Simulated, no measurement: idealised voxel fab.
This is a process module. Its name is voxel gate over fins.
Cross-sectional view cut (width: 140 nm; square cell size: 5 nm).
Bands, listed from the top down, are how a cross-section gets written in this document; the cross-section itself is a grid of square cells, and a band is one or more rows of them.
A band entry consists of two parts. The first gives the height of the band's top and the height of its bottom, in nm. The rest lists the band's materials from left to right, each with its width in nm. A single material labelled with the word "all across" fills the band from edge to edge, and the word "blank" marks empty space.
Heights are reckoned from 0. Under this level, the received wafer is all of one material. The bottommost band is open-ended downward, for example "0 -> down".
Width spec "30 to 40" -> top row of cells at first value, bottom row at second value, equal per-row change in between.
Reading "no alterations made" for a step: not a cell of the cross-section changed in it.
The entry "Voids lacking openings" lists the empty spaces that cover at least 8 cells and have no open path to the top. Each is written as width x height at distance, where the distance is measured from the left edge and all three values are in nm.
Post-settings text on a step line: simulator's own remark regarding the step.
You can add "overlay nm" to a step's line. For a step with a mask, it describes how far the mask lay to the right of its planned position, and a negative number describes a lay to the left.
[This section lists the process steps that were planned]
step 1: RECEIVE (material Si)
step 2: CONFORMAL_DEP (material SiN; thk nm 5)
step 3: PATTERN (tone cover; mask id FINS; material resist; width nm 15; pitch nm 60; thk nm 20; overlay nm 0)
step 4: DIRECTIONAL_ETCH (etch materials SiN; depth nm 5)
step 5: DIRECTIONAL_ETCH (etch materials Si; depth nm 40)
step 6: STRIP (etch materials resist)
step 7: OXIDIZE (depth nm 5)
step 8: FILL_DEP (material SiO2; thk nm 15)
step 9: CMP (height nm 5)
step 10: PATTERN (tone open; mask id RAIL; material resist; width nm 15; thk nm 15; overlay nm 0)
step 11: DIRECTIONAL_ETCH (etch materials SiO2; depth nm 40)
step 12: STRIP (etch materials resist)
step 13: CONFORMAL_DEP (material TiN; thk nm 5)
step 14: FILL_DEP (material W; thk nm 10)
step 15: CMP (height nm 5)
step 16: SELECTIVE_ETCH (etch materials W Ru TiN; depth nm 20)
step 17: FILL_DEP (material SiO2; thk nm 5)
step 18: CMP (height nm 5)
step 19: SELECTIVE_ETCH (etch materials SiO2; depth nm 15)
step 20: STRIP (etch materials SiN)
step 21: CONFORMAL_DEP (material HfO2; thk nm 5)
step 22: CONFORMAL_DEP (material TiN; thk nm 5)
step 23: CONFORMAL_DEP (material TiAl; thk nm 5)
step 24: CONFORMAL_DEP (material TiN; thk nm 5)
step 25: FILL_DEP (material W; thk nm 10)
step 26: CMP (height nm 25)
step 27: CONFORMAL_DEP (material SiCN; thk nm 10)
The value of width nm given for step 3 in the plan refers to the first wafer; the wafers vary in this setting and are alike at the start.
[Cut through the first of several wafers as received, post step 1]
0 -> down: Si all across
Voids lacking openings: none
[First of several wafers, sectioned at end of module (last step: step 27)]
35 -> 25: SiCN all across
25 -> 20: W all across
20 -> 15: W: 15  TiN: 45  W: 15  TiN: 45  W: 20
15 -> 10: W: 15  TiN: 5  TiAl: 35  TiN: 5  W: 15  TiN: 5  TiAl: 35  TiN: 5  W: 20
10 -> 5: TiN: 20  TiAl: 5  TiN: 25  TiAl: 5  TiN: 25  TiAl: 5  TiN: 25  TiAl: 5  TiN: 25
5 -> 0: TiAl: 25  TiN: 5  HfO2: 15  TiN: 5  TiAl: 35  TiN: 5  HfO2: 15  TiN: 5  TiAl: 30
0 -> -5: TiN: 30  HfO2: 5  Si: 5  HfO2: 5  TiN: 45  HfO2: 5  Si: 5  HfO2: 5  TiN: 35
-5 -> -10: HfO2: 35  Si: 5  HfO2: 55  Si: 5  HfO2: 40
-10 -> -15: SiO2: 35  Si: 5  SiO2: 55  Si: 5  SiO2: 40
-15 -> -30: SiO2: 35  Si: 5  SiO2: 20  TiN: 5  W: 5  TiN: 5  SiO2: 20  Si: 5  SiO2: 40
-30 -> -35: SiO2: 35  Si: 5  SiO2: 20  TiN: 15  SiO2: 20  Si: 5  SiO2: 40
-35 -> -45: SiO2: 35  Si: 5  SiO2: 55  Si: 5  SiO2: 40
-45 -> down: Si all across
Voids lacking openings: none
[Last wafer of the set, cross-sectioned at end of module]
35 -> 25: SiCN all across
25 -> 20: W all across
20 -> 15: W: 10  TiN: 120  W: 10
15 -> 10: W: 10  TiN: 5  TiAl: 50  TiN: 10  TiAl: 50  TiN: 5  W: 10
10 -> 5: TiN: 15  TiAl: 5  TiN: 40  TiAl: 5  TiN: 10  TiAl: 5  TiN: 40  TiAl: 5  TiN: 15
5 -> 0: TiAl: 20  TiN: 5  HfO2: 30  TiN: 5  TiAl: 20  TiN: 5  HfO2: 30  TiN: 5  TiAl: 20
0 -> -5: TiN: 25  HfO2: 5  Si: 20  HfO2: 5  TiN: 30  HfO2: 5  Si: 20  HfO2: 5  TiN: 25
-5 -> -10: HfO2: 30  Si: 20  HfO2: 40  Si: 20  HfO2: 30
-10 -> -15: SiO2: 30  Si: 20  SiO2: 40  Si: 20  SiO2: 30
-15 -> -30: SiO2: 30  Si: 20  SiO2: 10  TiN: 5  W: 5  TiN: 5  SiO2: 15  Si: 20  SiO2: 30
-30 -> -35: SiO2: 30  Si: 20  SiO2: 10  TiN: 15  SiO2: 15  Si: 20  SiO2: 30
-35 -> -45: SiO2: 30  Si: 20  SiO2: 40  Si: 20  SiO2: 30
-45 -> down: Si all across
Voids lacking openings: none
[Tabulated below, wafer by wafer, are the end-of-module results: for each material, the number of cells gained (+) or lost (-) relative to the as-received state, followed by the closed voids]
width nm 15 | +36 HfO2 | -234 Si | +56 SiCN | +170 SiO2 | +36 TiAl | +81 TiN | +51 W | Voids lacking openings: none
width nm 20 | +36 HfO2 | -216 Si | +56 SiCN | +156 SiO2 | +36 TiAl | +81 TiN | +47 W | Voids lacking openings: none
width nm 25 | +36 HfO2 | -198 Si | +56 SiCN | +142 SiO2 | +36 TiAl | +81 TiN | +43 W | Voids lacking openings: none
width nm 30 | +36 HfO2 | -180 Si | +56 SiCN | +128 SiO2 | +36 TiAl | +81 TiN | +39 W | Voids lacking openings: none
